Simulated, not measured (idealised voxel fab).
process module | voxel transistor to metal
cross-section cut | 215 nm wide | cells 5 nm
A cross-section is a grid of square cells, given in bands from the top down. A band is one or more rows of cells.
Each band's line starts with the height of the band's top and of its bottom, in nm. Then come its materials from left to right, each with its width in nm. One material with "throughout" fills the band from edge to edge. "air" is empty space.
Height 0 is the level under which the wafer as received is all one material. The lowest band goes on downwards, as in "0 down".
A width such as "30 to 40" changes by the same amount from each row of cells to the next, from the band's top row to its bottom row.
"no change" after a step means that no cell of the cross-section changed.
closed voids: empty space of 8 cells or more with no open way to the top, each as width x height at its distance from the left edge, in nm
after a step's settings: what the simulator itself notes on the step
overlay nm, on a step with a mask: how far to the right of its planned place the mask lay; to the left if negative
plan
1 op RECEIVE | material Si
2 op OXIDIZE | depth nm 5
3 op CONFORMAL_DEP | material SiN | thk nm 10
4 op DIRECTIONAL_DEP | material aC | thk nm 15
5 op PATTERN | tone cover | mask id ACTIVE | material resist | width nm 115 | thk nm 30 | overlay nm 0
6 op DIRECTIONAL_ETCH | etch materials aC | depth nm 15
7 op STRIP | etch materials resist
8 op DIRECTIONAL_ETCH | etch materials SiN | depth nm 10
9 op DIRECTIONAL_ETCH | etch materials SiO2 | depth nm 5
10 op DIRECTIONAL_ETCH | etch materials Si | depth nm 25
11 op STRIP | etch materials aC
12 op FILL_DEP | material SiO2 | thk nm 10
13 op CMP | height nm 10
14 op SELECTIVE_ETCH | etch materials SiO2 | depth nm 10
15 op STRIP | etch materials SiN
16 op SELECTIVE_ETCH | etch materials SiO2 | depth nm 5
17 op OXIDIZE | depth nm 5
18 op DIRECTIONAL_DEP | material polySi | thk nm 25
19 op DIRECTIONAL_DEP | material SiCN | thk nm 15
20 op PATTERN | tone cover | mask id GATE | material resist | width nm 35 | thk nm 15 | overlay nm 0
21 op DIRECTIONAL_ETCH | etch materials SiCN | depth nm 25
22 op DIRECTIONAL_ETCH | etch materials polySi | depth nm 35
23 op STRIP | etch materials resist
24 op CONFORMAL_DEP | material SiO2 | thk nm 5
25 op DIRECTIONAL_ETCH | etch materials SiO2 | depth nm 5
26 op CONFORMAL_DEP | material SiN | thk nm 5
27 op DIRECTIONAL_ETCH | etch materials SiN | depth nm 5
28 op DIRECTIONAL_ETCH | etch materials SiO2 | depth nm 5
29 op EPI | material pSi | thk nm 5
30 op FILL_DEP | material SiO2 | thk nm 10
31 op CMP | height nm 20
32 op STRIP | etch materials polySi
33 op SELECTIVE_ETCH | etch materials SiO2 | depth nm 5
34 op CONFORMAL_DEP | material HfO2 | thk nm 5
35 op CONFORMAL_DEP | material TiN | thk nm 5
36 op FILL_DEP | material W | thk nm 10
37 op CMP | height nm 15
38 op DIRECTIONAL_DEP | material SiO2 | thk nm 15
39 op MASKED_ETCH | tone open | mask id CONTACT | width nm 15 | pitch nm 80 | etch materials SiO2 | depth nm 35 | overlay nm 0
40 op CONFORMAL_DEP | material TiN | thk nm 5
41 op FILL_DEP | material W | thk nm 5
42 op CMP | height nm 30
43 op CONFORMAL_DEP | material SiCN | thk nm 5
44 op DIRECTIONAL_DEP | material SiO2 | thk nm 20
45 op PATTERN | tone open | mask id METAL_1 | material resist | width nm 15 | pitch nm 80 | thk nm 15 | overlay nm 0
46 op DIRECTIONAL_ETCH | etch materials SiO2 | depth nm 20
47 op DIRECTIONAL_ETCH | etch materials SiCN | depth nm 5
48 op STRIP | etch materials resist
49 op CONFORMAL_DEP | material TiN | thk nm 5
50 op FILL_DEP | material Cu | thk nm 10
51 op CMP | height nm 55
52 op EPI | material Ru | thk nm 5
53 op FILL_DEP | material SiCN | thk nm 5
first wafer, as planned
as received, after step 1
  0 down: Si throughout
  closed voids: none
after step 2
  0 to -5: SiO2 throughout
  below -5: unchanged
after step 3
  10 to 0: SiN throughout
  below 0: unchanged
after step 4
  25 to 10: aC throughout
  below 10: unchanged
after step 5
  55 to 25: air 50 | resist 115 | air 50
  below 25: unchanged
after step 6
  40 to 25: air 50 | resist 115 | air 50
  25 to 10: air 50 | aC 115 | air 50
  below 10: unchanged
after step 7
  25 to 10: air 50 | aC 115 | air 50
  below 10: unchanged
after step 8
  25 to 10: air 50 | aC 115 | air 50
  10 to 0: air 50 | SiN 115 | air 50
  below 0: unchanged
after step 9
  25 to 10: air 50 | aC 115 | air 50
  10 to 0: air 50 | SiN 115 | air 50
  0 to -5: air 50 | SiO2 115 | air 50
  below -5: unchanged
after step 10
  25 to 10: air 50 | aC 115 | air 50
  10 to 0: air 50 | SiN 115 | air 50
  0 to -5: air 50 | SiO2 115 | air 50
  -5 to -30: air 50 | Si 115 | air 50
  below -30: unchanged
after step 11
  10 to 0: air 50 | SiN 115 | air 50
  below 0: unchanged
after step 12
  20 to 10: SiO2 throughout
  10 to 0: SiO2 50 | SiN 115 | SiO2 50
  0 to -5: SiO2 throughout
  -5 to -30: SiO2 50 | Si 115 | SiO2 50
  below -30: unchanged
after step 13
  10 to 0: SiO2 50 | SiN 115 | SiO2 50
  below 0: unchanged
after step 14
  10 to 0: air 50 | SiN 115 | air 50
  below 0: unchanged
after step 15
  0 to -5: SiO2 throughout
  below -5: unchanged
after step 16
  -5 to -30: SiO2 50 | Si 115 | SiO2 50
  below -30: unchanged
after step 17
  -5 to -10: SiO2 throughout
  below -10: unchanged
after step 18
  20 to -5: polySi throughout
  below -5: unchanged
after step 19
  35 to 20: SiCN throughout
  below 20: unchanged
after step 20
  50 to 35: air 90 | resist 35 | air 90
  below 35: unchanged
after step 21
  50 to 35: air 90 | resist 35 | air 90
  35 to 20: air 90 | SiCN 35 | air 90
  below 20: unchanged
after step 22
  50 to 35: air 90 | resist 35 | air 90
  35 to 20: air 90 | SiCN 35 | air 90
  20 to -5: air 90 | polySi 35 | air 90
  below -5: unchanged
after step 23
  35 to 20: air 90 | SiCN 35 | air 90
  below 20: unchanged
after step 24
  40 to 35: air 85 | SiO2 45 | air 85
  35 to 20: air 85 | SiO2 5 | SiCN 35 | SiO2 5 | air 85
  20 to 0: air 85 | SiO2 5 | polySi 35 | SiO2 5 | air 85
  0 to -5: SiO2 90 | polySi 35 | SiO2 90
  below -5: unchanged
after step 25
  35 to 20: air 85 | SiO2 5 | SiCN 35 | SiO2 5 | air 85
  20 to -5: air 85 | SiO2 5 | polySi 35 | SiO2 5 | air 85
  below -5: unchanged
after step 26
  40 to 35: air 80 | SiN 55 | air 80
  35 to 20: air 80 | SiN 5 | SiO2 5 | SiCN 35 | SiO2 5 | SiN 5 | air 80
  20 to 0: air 80 | SiN 5 | SiO2 5 | polySi 35 | SiO2 5 | SiN 5 | air 80
  0 to -5: SiN 85 | SiO2 5 | polySi 35 | SiO2 5 | SiN 85
  below -5: unchanged
after step 27
  35 to 20: air 80 | SiN 5 | SiO2 5 | SiCN 35 | SiO2 5 | SiN 5 | air 80
  20 to -5: air 80 | SiN 5 | SiO2 5 | polySi 35 | SiO2 5 | SiN 5 | air 80
  below -5: unchanged
after step 28
  35 to 30: air 80 | SiN 5 | air 5 | SiCN 35 | air 5 | SiN 5 | air 80
  30 to 20: air 80 | SiN 5 | SiO2 5 | SiCN 35 | SiO2 5 | SiN 5 | air 80
  20 to -5: air 80 | SiN 5 | SiO2 5 | polySi 35 | SiO2 5 | SiN 5 | air 80
  -5 to -10: air 80 | SiO2 55 | air 80
  below -10: unchanged
after step 29
  35 to 30: air 80 | SiN 5 | air 5 | SiCN 35 | air 5 | SiN 5 | air 80
  30 to 20: air 80 | SiN 5 | SiO2 5 | SiCN 35 | SiO2 5 | SiN 5 | air 80
  20 to -5: air 80 | SiN 5 | SiO2 5 | polySi 35 | SiO2 5 | SiN 5 | air 80
  -5 to -10: air 45 | pSi 35 | SiO2 55 | pSi 35 | air 45
  below -10: unchanged
after step 30
  45 to 35: SiO2 throughout
  35 to 20: SiO2 80 | SiN 5 | SiO2 5 | SiCN 35 | SiO2 5 | SiN 5 | SiO2 80
  20 to -5: SiO2 80 | SiN 5 | SiO2 5 | polySi 35 | SiO2 5 | SiN 5 | SiO2 80
  -5 to -10: SiO2 45 | pSi 35 | SiO2 55 | pSi 35 | SiO2 45
  below -10: unchanged
after step 31
  20 to -5: SiO2 80 | SiN 5 | SiO2 5 | polySi 35 | SiO2 5 | SiN 5 | SiO2 80
  below -5: unchanged
after step 32
  20 to -5: SiO2 80 | SiN 5 | SiO2 5 | air 35 | SiO2 5 | SiN 5 | SiO2 80
  below -5: unchanged
after step 33
  20 to 15: air 80 | SiN 5 | air 45 | SiN 5 | air 80
  15 to -5: SiO2 80 | SiN 5 | air 45 | SiN 5 | SiO2 80
  -5 to -10: SiO2 45 | pSi 35 | SiO2 5 | air 45 | SiO2 5 | pSi 35 | SiO2 45
  below -10: unchanged
after step 34
  25 to 20: air 75 | HfO2 15 | air 35 | HfO2 15 | air 75
  20 to 15: HfO2 80 | SiN 5 | HfO2 5 | air 35 | HfO2 5 | SiN 5 | HfO2 80
  15 to -5: SiO2 80 | SiN 5 | HfO2 5 | air 35 | HfO2 5 | SiN 5 | SiO2 80
  -5 to -10: SiO2 45 | pSi 35 | SiO2 5 | HfO2 45 | SiO2 5 | pSi 35 | SiO2 45
  below -10: unchanged
after step 35
  30 to 25: air 70 | TiN 25 | air 25 | TiN 25 | air 70
  25 to 20: TiN 75 | HfO2 15 | TiN 5 | air 25 | TiN 5 | HfO2 15 | TiN 75
  20 to 15: HfO2 80 | SiN 5 | HfO2 5 | TiN 5 | air 25 | TiN 5 | HfO2 5 | SiN 5 | HfO2 80
  15 to 0: SiO2 80 | SiN 5 | HfO2 5 | TiN 5 | air 25 | TiN 5 | HfO2 5 | SiN 5 | SiO2 80
  0 to -5: SiO2 80 | SiN 5 | HfO2 5 | TiN 35 | HfO2 5 | SiN 5 | SiO2 80
  below -5: unchanged
after step 36
  40 to 30: W throughout
  30 to 25: W 70 | TiN 25 | W 25 | TiN 25 | W 70
  25 to 20: TiN 75 | HfO2 15 | TiN 5 | W 25 | TiN 5 | HfO2 15 | TiN 75
  20 to 15: HfO2 80 | SiN 5 | HfO2 5 | TiN 5 | W 25 | TiN 5 | HfO2 5 | SiN 5 | HfO2 80
  15 to 0: SiO2 80 | SiN 5 | HfO2 5 | TiN 5 | W 25 | TiN 5 | HfO2 5 | SiN 5 | SiO2 80
  below 0: unchanged
after step 37
  15 to 0: SiO2 80 | SiN 5 | HfO2 5 | TiN 5 | W 25 | TiN 5 | HfO2 5 | SiN 5 | SiO2 80
  below 0: unchanged
after step 38
  30 to 15: SiO2 throughout
  below 15: unchanged
after step 39
  30 to 15: SiO2 60 | air 15 | SiO2 65 | air 15 | SiO2 60
  15 to 0: SiO2 60 | air 15 | SiO2 5 | SiN 5 | HfO2 5 | TiN 5 | W 25 | TiN 5 | HfO2 5 | SiN 5 | SiO2 5 | air 15 | SiO2 60
  0 to -5: SiO2 60 | air 15 | SiO2 5 | SiN 5 | HfO2 5 | TiN 35 | HfO2 5 | SiN 5 | SiO2 5 | air 15 | SiO2 60
  below -5: unchanged
after step 40
  35 to 30: TiN 65 | air 5 | TiN 75 | air 5 | TiN 65
  30 to 15: SiO2 60 | TiN 5 | air 5 | TiN 5 | SiO2 65 | TiN 5 | air 5 | TiN 5 | SiO2 60
  15 to 0: SiO2 60 | TiN 5 | air 5 | TiN 5 | SiO2 5 | SiN 5 | HfO2 5 | TiN 5 | W 25 | TiN 5 | HfO2 5 | SiN 5 | SiO2 5 | TiN 5 | air 5 | TiN 5 | SiO2 60
  0 to -5: SiO2 60 | TiN 15 | SiO2 5 | SiN 5 | HfO2 5 | TiN 35 | HfO2 5 | SiN 5 | SiO2 5 | TiN 15 | SiO2 60
  below -5: unchanged
after step 41
  40 to 35: W throughout
  35 to 30: TiN 65 | W 5 | TiN 75 | W 5 | TiN 65
  30 to 15: SiO2 60 | TiN 5 | W 5 | TiN 5 | SiO2 65 | TiN 5 | W 5 | TiN 5 | SiO2 60
  15 to 0: SiO2 60 | TiN 5 | W 5 | TiN 5 | SiO2 5 | SiN 5 | HfO2 5 | TiN 5 | W 25 | TiN 5 | HfO2 5 | SiN 5 | SiO2 5 | TiN 5 | W 5 | TiN 5 | SiO2 60
  below 0: unchanged
after step 42
  30 to 15: SiO2 60 | TiN 5 | W 5 | TiN 5 | SiO2 65 | TiN 5 | W 5 | TiN 5 | SiO2 60
  below 15: unchanged
after step 43
  35 to 30: SiCN throughout
  below 30: unchanged
after step 44
  55 to 35: SiO2 throughout
  below 35: unchanged
after step 45
  70 to 55: resist 60 | air 15 | resist 65 | air 15 | resist 60
  below 55: unchanged
after step 46
  70 to 55: resist 60 | air 15 | resist 65 | air 15 | resist 60
  55 to 35: SiO2 60 | air 15 | SiO2 65 | air 15 | SiO2 60
  below 35: unchanged
after step 47
  70 to 55: resist 60 | air 15 | resist 65 | air 15 | resist 60
  55 to 35: SiO2 60 | air 15 | SiO2 65 | air 15 | SiO2 60
  35 to 30: SiCN 60 | air 15 | SiCN 65 | air 15 | SiCN 60
  below 30: unchanged
after step 48
  55 to 35: SiO2 60 | air 15 | SiO2 65 | air 15 | SiO2 60
  below 35: unchanged
after step 49
  60 to 55: TiN 65 | air 5 | TiN 75 | air 5 | TiN 65
  55 to 35: SiO2 60 | TiN 5 | air 5 | TiN 5 | SiO2 65 | TiN 5 | air 5 | TiN 5 | SiO2 60
  35 to 30: SiCN 60 | TiN 15 | SiCN 65 | TiN 15 | SiCN 60
  below 30: unchanged
after step 50
  70 to 60: Cu throughout
  60 to 55: TiN 65 | Cu 5 | TiN 75 | Cu 5 | TiN 65
  55 to 35: SiO2 60 | TiN 5 | Cu 5 | TiN 5 | SiO2 65 | TiN 5 | Cu 5 | TiN 5 | SiO2 60
  below 35: unchanged
after step 51
  55 to 35: SiO2 60 | TiN 5 | Cu 5 | TiN 5 | SiO2 65 | TiN 5 | Cu 5 | TiN 5 | SiO2 60
  below 35: unchanged
after step 52
  60 to 55: air 55 | Ru 25 | air 55 | Ru 25 | air 55
  below 55: unchanged
after step 53
  65 to 60: SiCN throughout
  60 to 55: SiCN 55 | Ru 25 | SiCN 55 | Ru 25 | SiCN 55
  below 55: unchanged
second wafer: like start, like plan, one mistake. Through step 36 it matches the first wafer
when step 37 should have ended
  20 to 15: HfO2 80 | SiN 5 | HfO2 5 | TiN 5 | W 25 | TiN 5 | HfO2 5 | SiN 5 | HfO2 80
  below 15: unchanged
when step 38 should have ended
  35 to 20: SiO2 throughout
  below 20: unchanged
when step 39 should have ended
  35 to 20: SiO2 60 | air 15 | SiO2 65 | air 15 | SiO2 60
  below 20: unchanged
when step 40 should have ended
  40 to 35: TiN 65 | air 5 | TiN 75 | air 5 | TiN 65
  35 to 25: SiO2 60 | TiN 5 | air 5 | TiN 5 | SiO2 65 | TiN 5 | air 5 | TiN 5 | SiO2 60
  25 to 20: SiO2 60 | TiN 15 | SiO2 65 | TiN 15 | SiO2 60
  below 20: unchanged
when step 41 should have ended
  45 to 40: W throughout
  40 to 35: TiN 65 | W 5 | TiN 75 | W 5 | TiN 65
  35 to 25: SiO2 60 | TiN 5 | W 5 | TiN 5 | SiO2 65 | TiN 5 | W 5 | TiN 5 | SiO2 60
  below 25: unchanged
when step 42 should have ended
  30 to 25: SiO2 60 | TiN 5 | W 5 | TiN 5 | SiO2 65 | TiN 5 | W 5 | TiN 5 | SiO2 60
  below 25: unchanged
when step 43 should have ended
  35 to 30: SiCN throughout
  below 30: unchanged
when step 44 should have ended
  55 to 35: SiO2 throughout
  below 35: unchanged
when step 45 should have ended
  70 to 55: resist 60 | air 15 | resist 65 | air 15 | resist 60
  below 55: unchanged
when step 46 should have ended
  70 to 55: resist 60 | air 15 | resist 65 | air 15 | resist 60
  55 to 35: SiO2 60 | air 15 | SiO2 65 | air 15 | SiO2 60
  below 35: unchanged
when step 47 should have ended
  70 to 55: resist 60 | air 15 | resist 65 | air 15 | resist 60
  55 to 35: SiO2 60 | air 15 | SiO2 65 | air 15 | SiO2 60
  35 to 30: SiCN 60 | air 15 | SiCN 65 | air 15 | SiCN 60
  below 30: unchanged
when step 48 should have ended
  55 to 35: SiO2 60 | air 15 | SiO2 65 | air 15 | SiO2 60
  below 35: unchanged
when step 49 should have ended
  60 to 55: TiN 65 | air 5 | TiN 75 | air 5 | TiN 65
  55 to 35: SiO2 60 | TiN 5 | air 5 | TiN 5 | SiO2 65 | TiN 5 | air 5 | TiN 5 | SiO2 60
  35 to 30: SiCN 60 | TiN 15 | SiCN 65 | TiN 15 | SiCN 60
  below 30: unchanged
when step 50 should have ended
  70 to 60: Cu throughout
  60 to 55: TiN 65 | Cu 5 | TiN 75 | Cu 5 | TiN 65
  55 to 35: SiO2 60 | TiN 5 | Cu 5 | TiN 5 | SiO2 65 | TiN 5 | Cu 5 | TiN 5 | SiO2 60
  below 35: unchanged
when step 51 should have ended
  55 to 35: SiO2 60 | TiN 5 | Cu 5 | TiN 5 | SiO2 65 | TiN 5 | Cu 5 | TiN 5 | SiO2 60
  below 35: unchanged
when step 52 should have ended
  60 to 55: air 55 | Ru 25 | air 55 | Ru 25 | air 55
  below 55: unchanged
when step 53 should have ended
  65 to 60: SiCN throughout
  60 to 55: SiCN 55 | Ru 25 | SiCN 55 | Ru 25 | SiCN 55
  below 55: unchanged
what went wrong: step 37 ran as: op CMP | height nm 20
at the end the second wafer has, in cells: 34 more of HfO2 | 2 more of SiN | 13 fewer of SiO2 | 18 fewer of TiN | 5 fewer of W
